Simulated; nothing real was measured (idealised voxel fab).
Process module name: voxel wiring stack
Square cell edge 5 nm, section width 150 nm, ID cut.
Reading order for cross-sections: top band down to bottom band. Underlying form: a grid of square cells. Band size: one or more rows of cells. Band: top height; bottom height; in nm. Then, left to right: material with width in nm, for each material. "edge to edge": a single material spanning edge to edge. "empty": empty space. Ref level 0: as-received wafer is one material below here. Bottom band extends down with no lower bound ("top 0, no bottom"). The expression "30->40" gives the width at the extremes of the band, the first number at its top row of cells and the second at its bottom row, with the width changing by equal amounts from each row to the next in between. "nothing changed" for a step: no cell of the cross-section changed in that step. The label "Listed closed voids" introduces a list of the empty spaces, 8 cells or larger, that have no open way up to the top; each entry in it reads width x height at distance, where the distance is taken from the left edge and all three are stated in nm. Formally, on a step line, whatever follows the settings is a remark that the simulator itself makes on the step. For masked steps, "overlay nm" on the step line gives how far right of plan the mask actually lay; a minus sign means it lay to the left.
# Process steps - plan
1 RECEIVE (material Si)
2 CONFORMAL_DEP (material SiO2; thk nm 10)
3 DIRECTIONAL_DEP (material TiN; thk nm 5)
4 DIRECTIONAL_DEP (material W; thk nm 20)
5 DIRECTIONAL_DEP (material aC; thk nm 15)
6 PATTERN (tone cover; mask id METAL_1; material resist; width nm 30; pitch nm 50; thk nm 30; overlay nm 0)
7 DIRECTIONAL_ETCH (etch materials aC; depth nm 15)
8 STRIP (etch materials resist)
9 DIRECTIONAL_ETCH (etch materials W; depth nm 20)
10 DIRECTIONAL_ETCH (etch materials TiN; depth nm 5)
11 STRIP (etch materials aC)
12 CONFORMAL_DEP (material SiCN; thk nm 5)
13 FILL_DEP (material SiO2; thk nm 5)
14 CMP (height nm 35)
15 CONFORMAL_DEP (material SiCN; thk nm 5)
16 DIRECTIONAL_DEP (material lowk; thk nm 20)
17 MASKED_ETCH (tone open; mask id PLUG_1; width nm 15; etch materials lowk; depth nm 20; overlay nm 0)
18 MASKED_ETCH (tone open; mask id PLUG_1; width nm 15; etch materials SiCN; depth nm 5; overlay nm 0)
19 CONFORMAL_DEP (material TiN; thk nm 5)
20 FILL_DEP (material Cu; thk nm 5)
21 CMP (height nm 60)
22 CONFORMAL_DEP (material SiCN; thk nm 5)
23 DIRECTIONAL_DEP (material lowk; thk nm 20)
24 MASKED_ETCH (tone open; mask id METAL_2; width nm 30; pitch nm 50; etch materials lowk; depth nm 20; overlay nm 0)
25 MASKED_ETCH (tone open; mask id METAL_2; width nm 30; pitch nm 50; etch materials SiCN; depth nm 5; overlay nm 0)
26 CONFORMAL_DEP (material TiN; thk nm 5)
27 FILL_DEP (material Ru; thk nm 5)
28 CMP (height nm 85)
29 CONFORMAL_DEP (material SiCN; thk nm 5)
30 DIRECTIONAL_DEP (material SiO2; thk nm 10)
31 PATTERN (tone open; mask id PLUG_2; material resist; width nm 15; pitch nm 50; thk nm 20; overlay nm 0)
32 DIRECTIONAL_ETCH (etch materials SiO2; depth nm 10)
33 DIRECTIONAL_ETCH (etch materials SiCN; depth nm 5)
34 STRIP (etch materials resist)
35 CONFORMAL_DEP (material TiN; thk nm 5)
36 FILL_DEP (material Ru; thk nm 10)
37 CMP (height nm 100)
38 CONFORMAL_DEP (material SiN; thk nm 5)
39 DIRECTIONAL_DEP (material SiO2; thk nm 25)
40 PATTERN (tone open; mask id METAL_3; material resist; width nm 30; pitch nm 50; thk nm 20; overlay nm 0)
41 DIRECTIONAL_ETCH (etch materials SiO2; depth nm 25)
42 DIRECTIONAL_ETCH (etch materials SiN; depth nm 5)
43 STRIP (etch materials resist)
44 CONFORMAL_DEP (material TiN; thk nm 5)
45 FILL_DEP (material Cu; thk nm 5)
46 CMP (height nm 130)
47 CONFORMAL_DEP (material SiCN; thk nm 5)
# The following pertains to the first of two wafers, which was processed as planned
# Incoming wafer in cross-section (state: after step 1)
- top 0, no bottom | Si edge to edge
- Listed closed voids: none
# Wafer after step 2 (cross-section)
- top 10, bottom 0 | SiO2 edge to edge
- Rest of section, below 0: as before.
# Wafer after step 3 (cross-section)
- top 15, bottom 10 | TiN edge to edge
- Rest of section, below 10: as before.
# Wafer after step 4 (cross-section)
- top 35, bottom 15 | W edge to edge
- Rest of section, below 15: as before.
# Wafer after step 5 (cross-section)
- top 50, bottom 35 | aC edge to edge
- Rest of section, below 35: as before.
# Wafer after step 6 (cross-section)
- top 80, bottom 50 | 35 nm empty, then 30 nm resist, then 20 nm empty, then 30 nm resist, then 35 nm empty
- Rest of section, below 50: as before.
# Wafer after step 7 (cross-section)
- top 65, bottom 50 | 35 nm empty, then 30 nm resist, then 20 nm empty, then 30 nm resist, then 35 nm empty
- top 50, bottom 35 | 35 nm empty, then 30 nm aC, then 20 nm empty, then 30 nm aC, then 35 nm empty
- Rest of section, below 35: as before.
# Wafer after step 8 (cross-section)
- top 50, bottom 35 | 35 nm empty, then 30 nm aC, then 20 nm empty, then 30 nm aC, then 35 nm empty
- Rest of section, below 35: as before.
# Wafer after step 9 (cross-section)
- top 50, bottom 35 | 35 nm empty, then 30 nm aC, then 20 nm empty, then 30 nm aC, then 35 nm empty
- top 35, bottom 15 | 35 nm empty, then 30 nm W, then 20 nm empty, then 30 nm W, then 35 nm empty
- Rest of section, below 15: as before.
# Wafer after step 10 (cross-section)
- top 50, bottom 35 | 35 nm empty, then 30 nm aC, then 20 nm empty, then 30 nm aC, then 35 nm empty
- top 35, bottom 15 | 35 nm empty, then 30 nm W, then 20 nm empty, then 30 nm W, then 35 nm empty
- top 15, bottom 10 | 35 nm empty, then 30 nm TiN, then 20 nm empty, then 30 nm TiN, then 35 nm empty
- Rest of section, below 10: as before.
# Wafer after step 11 (cross-section)
- top 35, bottom 15 | 35 nm empty, then 30 nm W, then 20 nm empty, then 30 nm W, then 35 nm empty
- Rest of section, below 15: as before.
# Wafer after step 12 (cross-section)
- top 40, bottom 35 | 30 nm empty, then 40 nm SiCN, then 10 nm empty, then 40 nm SiCN, then 30 nm empty
- top 35, bottom 15 | 30 nm empty, then 5 nm SiCN, then 30 nm W, then 5 nm SiCN, then 10 nm empty, then 5 nm SiCN, then 30 nm W, then 5 nm SiCN, then 30 nm empty
- top 15, bottom 10 | 35 nm SiCN, then 30 nm TiN, then 20 nm SiCN, then 30 nm TiN, then 35 nm SiCN
- Rest of section, below 10: as before.
# Wafer after step 13 (cross-section)
- top 45, bottom 40 | SiO2 edge to edge
- top 40, bottom 35 | 30 nm SiO2, then 40 nm SiCN, then 10 nm SiO2, then 40 nm SiCN, then 30 nm SiO2
- top 35, bottom 15 | 30 nm SiO2, then 5 nm SiCN, then 30 nm W, then 5 nm SiCN, then 10 nm SiO2, then 5 nm SiCN, then 30 nm W, then 5 nm SiCN, then 30 nm SiO2
- Rest of section, below 15: as before.
# Wafer after step 14 (cross-section)
- top 35, bottom 15 | 30 nm SiO2, then 5 nm SiCN, then 30 nm W, then 5 nm SiCN, then 10 nm SiO2, then 5 nm SiCN, then 30 nm W, then 5 nm SiCN, then 30 nm SiO2
- Rest of section, below 15: as before.
# Wafer after step 15 (cross-section)
- top 40, bottom 35 | SiCN edge to edge
- Rest of section, below 35: as before.
# Wafer after step 16 (cross-section)
- top 60, bottom 40 | lowk edge to edge
- Rest of section, below 40: as before.
# Wafer after step 17 (cross-section)
- top 60, bottom 40 | 35 nm lowk, then 15 nm empty, then 100 nm lowk
- Rest of section, below 40: as before.
# Wafer after step 18 (cross-section)
- top 60, bottom 40 | 35 nm lowk, then 15 nm empty, then 100 nm lowk
- top 40, bottom 35 | 35 nm SiCN, then 15 nm empty, then 100 nm SiCN
- Rest of section, below 35: as before.
# Wafer after step 19 (cross-section)
- top 65, bottom 60 | 40 nm TiN, then 5 nm empty, then 105 nm TiN
- top 60, bottom 40 | 35 nm lowk, then 5 nm TiN, then 5 nm empty, then 5 nm TiN, then 100 nm lowk
- top 40, bottom 35 | 35 nm SiCN, then 15 nm TiN, then 100 nm SiCN
- Rest of section, below 35: as before.
# Wafer after step 20 (cross-section)
- top 70, bottom 65 | Cu edge to edge
- top 65, bottom 60 | 40 nm TiN, then 5 nm Cu, then 105 nm TiN
- top 60, bottom 40 | 35 nm lowk, then 5 nm TiN, then 5 nm Cu, then 5 nm TiN, then 100 nm lowk
- Rest of section, below 40: as before.
# Wafer after step 21 (cross-section)
- top 60, bottom 40 | 35 nm lowk, then 5 nm TiN, then 5 nm Cu, then 5 nm TiN, then 100 nm lowk
- Rest of section, below 40: as before.
# Wafer after step 22 (cross-section)
- top 65, bottom 60 | SiCN edge to edge
- Rest of section, below 60: as before.
# Wafer after step 23 (cross-section)
- top 85, bottom 65 | lowk edge to edge
- Rest of section, below 65: as before.
# Wafer after step 24 (cross-section)
- top 85, bottom 65 | 35 nm lowk, then 30 nm empty, then 20 nm lowk, then 30 nm empty, then 35 nm lowk
- Rest of section, below 65: as before.
# Wafer after step 25 (cross-section)
- top 85, bottom 65 | 35 nm lowk, then 30 nm empty, then 20 nm lowk, then 30 nm empty, then 35 nm lowk
- top 65, bottom 60 | 35 nm SiCN, then 30 nm empty, then 20 nm SiCN, then 30 nm empty, then 35 nm SiCN
- Rest of section, below 60: as before.
# Wafer after step 26 (cross-section)
- top 90, bottom 85 | 40 nm TiN, then 20 nm empty, then 30 nm TiN, then 20 nm empty, then 40 nm TiN
- top 85, bottom 65 | 35 nm lowk, then 5 nm TiN, then 20 nm empty, then 5 nm TiN, then 20 nm lowk, then 5 nm TiN, then 20 nm empty, then 5 nm TiN, then 35 nm lowk
- top 65, bottom 60 | 35 nm SiCN, then 30 nm TiN, then 20 nm SiCN, then 30 nm TiN, then 35 nm SiCN
- Rest of section, below 60: as before.
# Wafer after step 27 (cross-section)
- top 95, bottom 90 | Ru edge to edge
- top 90, bottom 85 | 40 nm TiN, then 20 nm Ru, then 30 nm TiN, then 20 nm Ru, then 40 nm TiN
- top 85, bottom 65 | 35 nm lowk, then 5 nm TiN, then 20 nm Ru, then 5 nm TiN, then 20 nm lowk, then 5 nm TiN, then 20 nm Ru, then 5 nm TiN, then 35 nm lowk
- Rest of section, below 65: as before.
# Wafer after step 28 (cross-section)
- top 85, bottom 65 | 35 nm lowk, then 5 nm TiN, then 20 nm Ru, then 5 nm TiN, then 20 nm lowk, then 5 nm TiN, then 20 nm Ru, then 5 nm TiN, then 35 nm lowk
- Rest of section, below 65: as before.
# Wafer after step 29 (cross-section)
- top 90, bottom 85 | SiCN edge to edge
- Rest of section, below 85: as before.
# Wafer after step 30 (cross-section)
- top 100, bottom 90 | SiO2 edge to edge
- Rest of section, below 90: as before.
# Wafer after step 31 (cross-section)
- top 120, bottom 100 | 35 nm resist, then 15 nm empty, then 35 nm resist, then 15 nm empty, then 50 nm resist
- Rest of section, below 100: as before.
# Wafer after step 32 (cross-section)
- top 120, bottom 100 | 35 nm resist, then 15 nm empty, then 35 nm resist, then 15 nm empty, then 50 nm resist
- top 100, bottom 90 | 35 nm SiO2, then 15 nm empty, then 35 nm SiO2, then 15 nm empty, then 50 nm SiO2
- Rest of section, below 90: as before.
# Wafer after step 33 (cross-section)
- top 120, bottom 100 | 35 nm resist, then 15 nm empty, then 35 nm resist, then 15 nm empty, then 50 nm resist
- top 100, bottom 90 | 35 nm SiO2, then 15 nm empty, then 35 nm SiO2, then 15 nm empty, then 50 nm SiO2
- top 90, bottom 85 | 35 nm SiCN, then 15 nm empty, then 35 nm SiCN, then 15 nm empty, then 50 nm SiCN
- Rest of section, below 85: as before.
# Wafer after step 34 (cross-section)
- top 100, bottom 90 | 35 nm SiO2, then 15 nm empty, then 35 nm SiO2, then 15 nm empty, then 50 nm SiO2
- Rest of section, below 90: as before.
# Wafer after step 35 (cross-section)
- top 105, bottom 100 | 40 nm TiN, then 5 nm empty, then 45 nm TiN, then 5 nm empty, then 55 nm TiN
- top 100, bottom 90 | 35 nm SiO2, then 5 nm TiN, then 5 nm empty, then 5 nm TiN, then 35 nm SiO2, then 5 nm TiN, then 5 nm empty, then 5 nm TiN, then 50 nm SiO2
- top 90, bottom 85 | 35 nm SiCN, then 15 nm TiN, then 35 nm SiCN, then 15 nm TiN, then 50 nm SiCN
- Rest of section, below 85: as before.
# Wafer after step 36 (cross-section)
- top 115, bottom 105 | Ru edge to edge
- top 105, bottom 100 | 40 nm TiN, then 5 nm Ru, then 45 nm TiN, then 5 nm Ru, then 55 nm TiN
- top 100, bottom 90 | 35 nm SiO2, then 5 nm TiN, then 5 nm Ru, then 5 nm TiN, then 35 nm SiO2, then 5 nm TiN, then 5 nm Ru, then 5 nm TiN, then 50 nm SiO2
- Rest of section, below 90: as before.
# Wafer after step 37 (cross-section)
- top 100, bottom 90 | 35 nm SiO2, then 5 nm TiN, then 5 nm Ru, then 5 nm TiN, then 35 nm SiO2, then 5 nm TiN, then 5 nm Ru, then 5 nm TiN, then 50 nm SiO2
- Rest of section, below 90: as before.
# Wafer after step 38 (cross-section)
- top 105, bottom 100 | SiN edge to edge
- Rest of section, below 100: as before.
# Wafer after step 39 (cross-section)
- top 130, bottom 105 | SiO2 edge to edge
- Rest of section, below 105: as before.
# Wafer after step 40 (cross-section)
- top 150, bottom 130 | 35 nm resist, then 30 nm empty, then 20 nm resist, then 30 nm empty, then 35 nm resist
- Rest of section, below 130: as before.
# Wafer after step 41 (cross-section)
- top 150, bottom 130 | 35 nm resist, then 30 nm empty, then 20 nm resist, then 30 nm empty, then 35 nm resist
- top 130, bottom 105 | 35 nm SiO2, then 30 nm empty, then 20 nm SiO2, then 30 nm empty, then 35 nm SiO2
- Rest of section, below 105: as before.
# Wafer after step 42 (cross-section)
- top 150, bottom 130 | 35 nm resist, then 30 nm empty, then 20 nm resist, then 30 nm empty, then 35 nm resist
- top 130, bottom 105 | 35 nm SiO2, then 30 nm empty, then 20 nm SiO2, then 30 nm empty, then 35 nm SiO2
- top 105, bottom 100 | 35 nm SiN, then 30 nm empty, then 20 nm SiN, then 30 nm empty, then 35 nm SiN
- Rest of section, below 100: as before.
# Wafer after step 43 (cross-section)
- top 130, bottom 105 | 35 nm SiO2, then 30 nm empty, then 20 nm SiO2, then 30 nm empty, then 35 nm SiO2
- Rest of section, below 105: as before.
# Wafer after step 44 (cross-section)
- top 135, bottom 130 | 40 nm TiN, then 20 nm empty, then 30 nm TiN, then 20 nm empty, then 40 nm TiN
- top 130, bottom 105 | 35 nm SiO2, then 5 nm TiN, then 20 nm empty, then 5 nm TiN, then 20 nm SiO2, then 5 nm TiN, then 20 nm empty, then 5 nm TiN, then 35 nm SiO2
- top 105, bottom 100 | 35 nm SiN, then 30 nm TiN, then 20 nm SiN, then 30 nm TiN, then 35 nm SiN
- Rest of section, below 100: as before.
# Wafer after step 45 (cross-section)
- top 140, bottom 135 | Cu edge to edge
- top 135, bottom 130 | 40 nm TiN, then 20 nm Cu, then 30 nm TiN, then 20 nm Cu, then 40 nm TiN
- top 130, bottom 105 | 35 nm SiO2, then 5 nm TiN, then 20 nm Cu, then 5 nm TiN, then 20 nm SiO2, then 5 nm TiN, then 20 nm Cu, then 5 nm TiN, then 35 nm SiO2
- Rest of section, below 105: as before.
# Wafer after step 46 (cross-section)
- top 130, bottom 105 | 35 nm SiO2, then 5 nm TiN, then 20 nm Cu, then 5 nm TiN, then 20 nm SiO2, then 5 nm TiN, then 20 nm Cu, then 5 nm TiN, then 35 nm SiO2
- Rest of section, below 105: as before.
# Wafer after step 47 (cross-section)
- top 135, bottom 130 | SiCN edge to edge
- Rest of section, below 130: as before.
# Now the other wafer: same start, same recipe, but we messed up one thing when running it. Up to and including step 14 it's the same as the first one
# Second wafer, cut view, end of step 15 per plan
- top 40, bottom 35 | SiO2 edge to edge
- Rest of section, below 35: as before.
# Second wafer, cut view, end of step 16 per plan
- top 60, bottom 40 | lowk edge to edge
- Rest of section, below 40: as before.
# Second wafer, cut view, end of step 17 per plan
- top 60, bottom 40 | 35 nm lowk, then 15 nm empty, then 100 nm lowk
- Rest of section, below 40: as before.
Second wafer, cut view, end of step 18 per plan: nothing changed
# Second wafer, cut view, end of step 19 per plan
- top 65, bottom 60 | 40 nm TiN, then 5 nm empty, then 105 nm TiN
- top 60, bottom 45 | 35 nm lowk, then 5 nm TiN, then 5 nm empty, then 5 nm TiN, then 100 nm lowk
- top 45, bottom 40 | 35 nm lowk, then 15 nm TiN, then 100 nm lowk
- Rest of section, below 40: as before.
# Second wafer, cut view, end of step 20 per plan
- top 70, bottom 65 | Cu edge to edge
- top 65, bottom 60 | 40 nm TiN, then 5 nm Cu, then 105 nm TiN
- top 60, bottom 45 | 35 nm lowk, then 5 nm TiN, then 5 nm Cu, then 5 nm TiN, then 100 nm lowk
- Rest of section, below 45: as before.
# Second wafer, cut view, end of step 21 per plan
- top 60, bottom 45 | 35 nm lowk, then 5 nm TiN, then 5 nm Cu, then 5 nm TiN, then 100 nm lowk
- Rest of section, below 45: as before.
# Second wafer, cut view, end of step 22 per plan
- top 65, bottom 60 | SiCN edge to edge
- Rest of section, below 60: as before.
# Second wafer, cut view, end of step 23 per plan
- top 85, bottom 65 | lowk edge to edge
- Rest of section, below 65: as before.
# Second wafer, cut view, end of step 24 per plan
- top 85, bottom 65 | 35 nm lowk, then 30 nm empty, then 20 nm lowk, then 30 nm empty, then 35 nm lowk
- Rest of section, below 65: as before.
# Second wafer, cut view, end of step 25 per plan
- top 85, bottom 65 | 35 nm lowk, then 30 nm empty, then 20 nm lowk, then 30 nm empty, then 35 nm lowk
- top 65, bottom 60 | 35 nm SiCN, then 30 nm empty, then 20 nm SiCN, then 30 nm empty, then 35 nm SiCN
- Rest of section, below 60: as before.
# Second wafer, cut view, end of step 26 per plan
- top 90, bottom 85 | 40 nm TiN, then 20 nm empty, then 30 nm TiN, then 20 nm empty, then 40 nm TiN
- top 85, bottom 65 | 35 nm lowk, then 5 nm TiN, then 20 nm empty, then 5 nm TiN, then 20 nm lowk, then 5 nm TiN, then 20 nm empty, then 5 nm TiN, then 35 nm lowk
- top 65, bottom 60 | 35 nm SiCN, then 30 nm TiN, then 20 nm SiCN, then 30 nm TiN, then 35 nm SiCN
- Rest of section, below 60: as before.
# Second wafer, cut view, end of step 27 per plan
- top 95, bottom 90 | Ru edge to edge
- top 90, bottom 85 | 40 nm TiN, then 20 nm Ru, then 30 nm TiN, then 20 nm Ru, then 40 nm TiN
- top 85, bottom 65 | 35 nm lowk, then 5 nm TiN, then 20 nm Ru, then 5 nm TiN, then 20 nm lowk, then 5 nm TiN, then 20 nm Ru, then 5 nm TiN, then 35 nm lowk
- Rest of section, below 65: as before.
# Second wafer, cut view, end of step 28 per plan
- top 85, bottom 65 | 35 nm lowk, then 5 nm TiN, then 20 nm Ru, then 5 nm TiN, then 20 nm lowk, then 5 nm TiN, then 20 nm Ru, then 5 nm TiN, then 35 nm lowk
- Rest of section, below 65: as before.
# Second wafer, cut view, end of step 29 per plan
- top 90, bottom 85 | SiCN edge to edge
- Rest of section, below 85: as before.
# Second wafer, cut view, end of step 30 per plan
- top 100, bottom 90 | SiO2 edge to edge
- Rest of section, below 90: as before.
# Second wafer, cut view, end of step 31 per plan
- top 120, bottom 100 | 35 nm resist, then 15 nm empty, then 35 nm resist, then 15 nm empty, then 50 nm resist
- Rest of section, below 100: as before.
# Second wafer, cut view, end of step 32 per plan
- top 120, bottom 100 | 35 nm resist, then 15 nm empty, then 35 nm resist, then 15 nm empty, then 50 nm resist
- top 100, bottom 90 | 35 nm SiO2, then 15 nm empty, then 35 nm SiO2, then 15 nm empty, then 50 nm SiO2
- Rest of section, below 90: as before.
# Second wafer, cut view, end of step 33 per plan
- top 120, bottom 100 | 35 nm resist, then 15 nm empty, then 35 nm resist, then 15 nm empty, then 50 nm resist
- top 100, bottom 90 | 35 nm SiO2, then 15 nm empty, then 35 nm SiO2, then 15 nm empty, then 50 nm SiO2
- top 90, bottom 85 | 35 nm SiCN, then 15 nm empty, then 35 nm SiCN, then 15 nm empty, then 50 nm SiCN
- Rest of section, below 85: as before.
# Second wafer, cut view, end of step 34 per plan
- top 100, bottom 90 | 35 nm SiO2, then 15 nm empty, then 35 nm SiO2, then 15 nm empty, then 50 nm SiO2
- Rest of section, below 90: as before.
# Second wafer, cut view, end of step 35 per plan
- top 105, bottom 100 | 40 nm TiN, then 5 nm empty, then 45 nm TiN, then 5 nm empty, then 55 nm TiN
- top 100, bottom 90 | 35 nm SiO2, then 5 nm TiN, then 5 nm empty, then 5 nm TiN, then 35 nm SiO2, then 5 nm TiN, then 5 nm empty, then 5 nm TiN, then 50 nm SiO2
- top 90, bottom 85 | 35 nm SiCN, then 15 nm TiN, then 35 nm SiCN, then 15 nm TiN, then 50 nm SiCN
- Rest of section, below 85: as before.
# Second wafer, cut view, end of step 36 per plan
- top 115, bottom 105 | Ru edge to edge
- top 105, bottom 100 | 40 nm TiN, then 5 nm Ru, then 45 nm TiN, then 5 nm Ru, then 55 nm TiN
- top 100, bottom 90 | 35 nm SiO2, then 5 nm TiN, then 5 nm Ru, then 5 nm TiN, then 35 nm SiO2, then 5 nm TiN, then 5 nm Ru, then 5 nm TiN, then 50 nm SiO2
- Rest of section, below 90: as before.
# Second wafer, cut view, end of step 37 per plan
- top 100, bottom 90 | 35 nm SiO2, then 5 nm TiN, then 5 nm Ru, then 5 nm TiN, then 35 nm SiO2, then 5 nm TiN, then 5 nm Ru, then 5 nm TiN, then 50 nm SiO2
- Rest of section, below 90: as before.
# Second wafer, cut view, end of step 38 per plan
- top 105, bottom 100 | SiN edge to edge
- Rest of section, below 100: as before.
# Second wafer, cut view, end of step 39 per plan
- top 130, bottom 105 | SiO2 edge to edge
- Rest of section, below 105: as before.
# Second wafer, cut view, end of step 40 per plan
- top 150, bottom 130 | 35 nm resist, then 30 nm empty, then 20 nm resist, then 30 nm empty, then 35 nm resist
- Rest of section, below 130: as before.
# Second wafer, cut view, end of step 41 per plan
- top 150, bottom 130 | 35 nm resist, then 30 nm empty, then 20 nm resist, then 30 nm empty, then 35 nm resist
- top 130, bottom 105 | 35 nm SiO2, then 30 nm empty, then 20 nm SiO2, then 30 nm empty, then 35 nm SiO2
- Rest of section, below 105: as before.
# Second wafer, cut view, end of step 42 per plan
- top 150, bottom 130 | 35 nm resist, then 30 nm empty, then 20 nm resist, then 30 nm empty, then 35 nm resist
- top 130, bottom 105 | 35 nm SiO2, then 30 nm empty, then 20 nm SiO2, then 30 nm empty, then 35 nm SiO2
- top 105, bottom 100 | 35 nm SiN, then 30 nm empty, then 20 nm SiN, then 30 nm empty, then 35 nm SiN
- Rest of section, below 100: as before.
# Second wafer, cut view, end of step 43 per plan
- top 130, bottom 105 | 35 nm SiO2, then 30 nm empty, then 20 nm SiO2, then 30 nm empty, then 35 nm SiO2
- Rest of section, below 105: as before.
# Second wafer, cut view, end of step 44 per plan
- top 135, bottom 130 | 40 nm TiN, then 20 nm empty, then 30 nm TiN, then 20 nm empty, then 40 nm TiN
- top 130, bottom 105 | 35 nm SiO2, then 5 nm TiN, then 20 nm empty, then 5 nm TiN, then 20 nm SiO2, then 5 nm TiN, then 20 nm empty, then 5 nm TiN, then 35 nm SiO2
- top 105, bottom 100 | 35 nm SiN, then 30 nm TiN, then 20 nm SiN, then 30 nm TiN, then 35 nm SiN
- Rest of section, below 100: as before.
# Second wafer, cut view, end of step 45 per plan
- top 140, bottom 135 | Cu edge to edge
- top 135, bottom 130 | 40 nm TiN, then 20 nm Cu, then 30 nm TiN, then 20 nm Cu, then 40 nm TiN
- top 130, bottom 105 | 35 nm SiO2, then 5 nm TiN, then 20 nm Cu, then 5 nm TiN, then 20 nm SiO2, then 5 nm TiN, then 20 nm Cu, then 5 nm TiN, then 35 nm SiO2
- Rest of section, below 105: as before.
# Second wafer, cut view, end of step 46 per plan
- top 130, bottom 105 | 35 nm SiO2, then 5 nm TiN, then 20 nm Cu, then 5 nm TiN, then 20 nm SiO2, then 5 nm TiN, then 20 nm Cu, then 5 nm TiN, then 35 nm SiO2
- Rest of section, below 105: as before.
# Second wafer, cut view, end of step 47 per plan
- top 135, bottom 130 | SiCN edge to edge
- Rest of section, below 130: as before.
Against the plan, the run slipped here: step 15: run off-plan, actual operation and settings CONFORMAL_DEP (material SiO2; thk nm 5)
Looking at both finished wafers in cells, the second ends up ahead of or behind the first on some materials: Cu: 1 fewer, SiCN: 27 fewer, SiO2: 30 more, TiN: 2 fewer
